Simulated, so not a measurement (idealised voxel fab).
Process module under the name voxel local oxidation
For reference, the cross-section in this document is cut, with width 210 nm and square cells of 5 nm.
Throughout this document, each cross-section is represented as a grid of square cells and is presented as a sequence of bands enumerated from the top downward, where a band comprises one or more rows of cells.
Top, bottom (nm), then materials left to right with widths (nm); lone material tagged "everywhere" fills the whole band edge to edge; "air" = empty space.
Heights are expressed relative to 0, this being the level below which the as-received wafer comprises one material exclusively. The lowest band is unbounded in the downward direction and is denoted as in "z 0 and below".
Width spec "30 to 40" -> top row of cells at first value, bottom row at second value, equal per-row change in between.
Key: "all unchanged" - step with no changed cell in the cross-section.
Enclosed voids (no open way to top), threshold 8 cells or more, entry "Cavities, closed", notation width x height at distance, distance from left edge, nm.
Where a step's line continues beyond its settings, the continuation is a remark by the simulator itself on that step.
For masked steps, "overlay nm" on the step line gives how far right of plan the mask actually lay; a minus sign means it lay to the left.
-- Below is the list of planned process steps
1,RECEIVE, material Si
2,CONFORMAL_DEP, material SiO2, thk nm 5
3,CONFORMAL_DEP, material SiN, thk nm 10
4,DIRECTIONAL_DEP, material aC, thk nm 5
5,PATTERN, tone cover, mask id ACTIVE, material resist, width nm 125, thk nm 25, overlay nm 0
6,DIRECTIONAL_ETCH, etch materials aC, depth nm 10
7,STRIP, etch materials resist
8,DIRECTIONAL_ETCH, etch materials SiN, depth nm 10
9,STRIP, etch materials aC
10,SELECTIVE_ETCH, etch materials SiO2, depth nm 5
11,OXIDIZE, depth nm 15
12,STRIP, etch materials SiN
Wafer-to-wafer difference: thk nm, step 4. Common start. Plan = first wafer's value.
-- Incoming state of the first of several wafers in cross-section: after step 1
- z 0 and below  Si everywhere
- Cavities, closed: none
-- End of the module, past its last step, step 12: how the first of several wafers looks in cross-section
- z 5 to 0  air=45 / SiO2=115 / air=50
- z 0 to -15  SiO2=60 / Si=85 / SiO2=65
- z -15 and below  Si everywhere
- Cavities, closed: none
-- Showing the last wafer in cross-section at the end of the module
- z 5 to 0  SiO2 everywhere
- z 0 and below  Si everywhere
- Cavities, closed: none
-- each wafer at the end: cells of each material gained (+) or lost (-) since it was received, then its closed voids
thk nm 5 | -75 Si | +98 SiO2 | Cavities, closed: none
thk nm 10 | -75 Si | +98 SiO2 | Cavities, closed: none
thk nm 15 | +42 SiO2 | Cavities, closed: none
thk nm 20 | +42 SiO2 | Cavities, closed: none
thk nm 25 | +42 SiO2 | Cavities, closed: none
